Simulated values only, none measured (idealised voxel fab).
Herein follows the process module entitled voxel fin reveal.
Pictured: cross-section cut, 245 nm wide, on a grid of 5 nm square cells.
A cross-section is written here as square cells arranged in a grid, and it is given in bands from the top down, each band taking up one or more rows of cells. First you get the band's top height and its bottom height, in nm, and then the materials it's made of, left to right, with each width in nm. If you see a single material with "throughout", that one covers the band edge to edge. "air" is empty space. It should be noted that heights are counted from 0, beneath which the wafer as supplied is of one material throughout, and that the lowest band possesses no lower boundary but continues downward, as written in "0 and below". When a width is written as two numbers, as in "30->40", the first number is the width in the top row of cells of the band and the second is the width in its bottom row, and the width changes by the same amount from each row to the next. Take "no change occurred" at face value: in the step it is given for, the cross-section changed in none of its cells. In "Trapped void list" the enclosed voids are listed, meaning empty spaces of 8 cells or larger without any opening to the top. The form is width x height at distance, distance from the left edge, units nm. Step line, after settings: the simulator's comment on this step. A step line may carry the setting "overlay nm", which, for steps involving a mask, states the distance by which the mask lay to the right of its intended position; negative values denote displacement to the left.
[Listed below are the process steps as planned]
step 1: RECEIVE,material Si
step 2: CONFORMAL_DEP,material SiN,thk nm 5
step 3: DIRECTIONAL_DEP,material aC,thk nm 10
step 4: PATTERN,tone cover,mask id FINS,material resist,width nm 15,pitch nm 40,thk nm 25,overlay nm 0
step 5: DIRECTIONAL_ETCH,etch materials aC,depth nm 10
step 6: STRIP,etch materials resist
step 7: DIRECTIONAL_ETCH,etch materials SiN,depth nm 5
step 8: DIRECTIONAL_ETCH,etch materials Si,depth nm 35
step 9: STRIP,etch materials aC
step 10: OXIDIZE,depth nm 5
step 11: FILL_DEP,material SiO2,thk nm 5
step 12: CMP,height nm 5
step 13: SELECTIVE_ETCH,etch materials SiO2,depth nm 30
step 14: STRIP,etch materials SiN
[First wafer, two in total, run as planned]
[Incoming wafer in cross-section (state: after step 1)]
  0 and below: Si throughout
  Trapped void list: none
[Once step 2 is through, the wafer looks like this in cross-section]
  5 down to 0: SiN throughout
  For the remainder of the cross-section, below 0, there is no change.
[Once step 3 is through, the wafer looks like this in cross-section]
  15 down to 5: aC throughout
  For the remainder of the cross-section, below 5, there is no change.
[Once step 4 is through, the wafer looks like this in cross-section]
  40 down to 15: air (75), then resist (15), then air (25), then resist (15), then air (25), then resist (15), then air (75)
  For the remainder of the cross-section, below 15, there is no change.
[Once step 5 is through, the wafer looks like this in cross-section]
  30 down to 15: air (75), then resist (15), then air (25), then resist (15), then air (25), then resist (15), then air (75)
  15 down to 5: air (75), then aC (15), then air (25), then aC (15), then air (25), then aC (15), then air (75)
  For the remainder of the cross-section, below 5, there is no change.
[Once step 6 is through, the wafer looks like this in cross-section]
  15 down to 5: air (75), then aC (15), then air (25), then aC (15), then air (25), then aC (15), then air (75)
  For the remainder of the cross-section, below 5, there is no change.
[Once step 7 is through, the wafer looks like this in cross-section]
  15 down to 5: air (75), then aC (15), then air (25), then aC (15), then air (25), then aC (15), then air (75)
  5 down to 0: air (75), then SiN (15), then air (25), then SiN (15), then air (25), then SiN (15), then air (75)
  For the remainder of the cross-section, below 0, there is no change.
[Once step 8 is through, the wafer looks like this in cross-section]
  15 down to 5: air (75), then aC (15), then air (25), then aC (15), then air (25), then aC (15), then air (75)
  5 down to 0: air (75), then SiN (15), then air (25), then SiN (15), then air (25), then SiN (15), then air (75)
  0 down to -35: air (75), then Si (15), then air (25), then Si (15), then air (25), then Si (15), then air (75)
  For the remainder of the cross-section, below -35, there is no change.
[Once step 9 is through, the wafer looks like this in cross-section]
  5 down to 0: air (75), then SiN (15), then air (25), then SiN (15), then air (25), then SiN (15), then air (75)
  For the remainder of the cross-section, below 0, there is no change.
[Once step 10 is through, the wafer looks like this in cross-section]
  5 down to 0: air (75), then SiN (15), then air (25), then SiN (15), then air (25), then SiN (15), then air (75)
  0 down to -35: air (75), then SiO2 (5), then Si (5), then SiO2 (5), then air (25), then SiO2 (5), then Si (5), then SiO2 (5), then air (25), then SiO2 (5), then Si (5), then SiO2 (5), then air (75)
  -35 down to -40: SiO2 (80), then Si (5), then SiO2 (35), then Si (5), then SiO2 (35), then Si (5), then SiO2 (80)
  For the remainder of the cross-section, below -40, there is no change.
[Once step 11 is through, the wafer looks like this in cross-section]
  10 down to 5: SiO2 throughout
  5 down to 0: SiO2 (75), then SiN (15), then SiO2 (25), then SiN (15), then SiO2 (25), then SiN (15), then SiO2 (75)
  0 down to -40: SiO2 (80), then Si (5), then SiO2 (35), then Si (5), then SiO2 (35), then Si (5), then SiO2 (80)
  For the remainder of the cross-section, below -40, there is no change.
[Once step 12 is through, the wafer looks like this in cross-section]
  5 down to 0: SiO2 (75), then SiN (15), then SiO2 (25), then SiN (15), then SiO2 (25), then SiN (15), then SiO2 (75)
  For the remainder of the cross-section, below 0, there is no change.
[Once step 13 is through, the wafer looks like this in cross-section]
  5 down to 0: air (75), then SiN (15), then air (25), then SiN (15), then air (25), then SiN (15), then air (75)
  0 down to -25: air (80), then Si (5), then air (35), then Si (5), then air (35), then Si (5), then air (80)
  For the remainder of the cross-section, below -25, there is no change.
[Once step 14 is through, the wafer looks like this in cross-section]
  0 down to -25: air (80), then Si (5), then air (35), then Si (5), then air (35), then Si (5), then air (80)
  For the remainder of the cross-section, below -25, there is no change.
[Now the other wafer: same start, same recipe, but we messed up one thing when running it. Up to and including step 11 it's the same as the first one]
[Second wafer shown in cross-section at the time step 12 was slated to end]
  -5 down to -40: SiO2 (80), then Si (5), then SiO2 (35), then Si (5), then SiO2 (35), then Si (5), then SiO2 (80)
  For the remainder of the cross-section, below -40, there is no change.
[Second wafer shown in cross-section at the time step 13 was slated to end]
  -5 down to -35: air (80), then Si (5), then air (35), then Si (5), then air (35), then Si (5), then air (80)
  For the remainder of the cross-section, below -35, there is no change.
Second wafer shown in cross-section at the time step 14 was slated to end: no change occurred
Here's what went sideways: step 12 changed vs plan, executed as CMP,height nm -5
Once processing is complete, comparing cell counts shows that the second wafer has more or fewer of certain materials than the first: Si: 3 fewer | SiO2: 92 fewer
